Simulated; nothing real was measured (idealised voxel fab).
process module | voxel lift off
cross-section cut | 295 nm wide | cells 5 nm
A cross-section is a grid of square cells, given in bands from the top down. A band is one or more rows of cells.
Each band's line starts with the height of the band's top and of its bottom, in nm. Then come its materials from left to right, each with its width in nm. One material with "throughout" fills the band from edge to edge. "air" is empty space.
Height 0 is the level under which the wafer as received is all one material. The lowest band goes on downwards, as in "0 down".
A width such as "30 to 40" changes by the same amount from each row of cells to the next, from the band's top row to its bottom row.
"no change" after a step means that no cell of the cross-section changed.
closed voids: empty space of 8 cells or more with no open way to the top, each as width x height at its distance from the left edge, in nm
after a step's settings: what the simulator itself notes on the step
overlay nm, on a step with a mask: how far to the right of its planned place the mask lay; to the left if negative
plan
1 op RECEIVE | material Si
2 op CONFORMAL_DEP | material SiO2 | thk nm 15
3 op PATTERN | tone open | mask id LINES | material resist | width nm 15 | pitch nm 35 | thk nm 25 | overlay nm 0
4 op DIRECTIONAL_DEP | material Ru | thk nm 15
5 op STRIP | etch materials resist
6 op CONFORMAL_DEP | material SiN | thk nm 5
as received, after step 1
  0 down: Si throughout
  closed voids: none
first wafer at the end, as planned
  35 to 30: air 80 | SiN 25 | air 10 | SiN 25 | air 10 | SiN 25 | air 10 | SiN 25 | air 85
  30 to 20: air 80 | SiN 5 | Ru 15 | SiN 5 | air 10 | SiN 5 | Ru 15 | SiN 5 | air 10 | SiN 5 | Ru 15 | SiN 5 | air 10 | SiN 5 | Ru 15 | SiN 5 | air 85
  20 to 15: SiN 85 | Ru 15 | SiN 20 | Ru 15 | SiN 20 | Ru 15 | SiN 20 | Ru 15 | SiN 90
  15 to 0: SiO2 throughout
  0 down: Si throughout
  closed voids: none
second wafer at the end: like start, like plan, one mistake
  20 to 15: air 80 | SiN 25 | air 10 | SiN 25 | air 10 | SiN 25 | air 10 | SiN 25 | air 85
  15 to 5: air 80 | SiN 5 | Ru 15 | SiN 5 | air 10 | SiN 5 | Ru 15 | SiN 5 | air 10 | SiN 5 | Ru 15 | SiN 5 | air 10 | SiN 5 | Ru 15 | SiN 5 | air 85
  5 to 0: SiN 85 | Ru 15 | SiN 20 | Ru 15 | SiN 20 | Ru 15 | SiN 20 | Ru 15 | SiN 90
  0 down: Si throughout
  closed voids: none
what went wrong: step 2 was left out
at the end the second wafer has, in cells: 177 fewer of SiO2
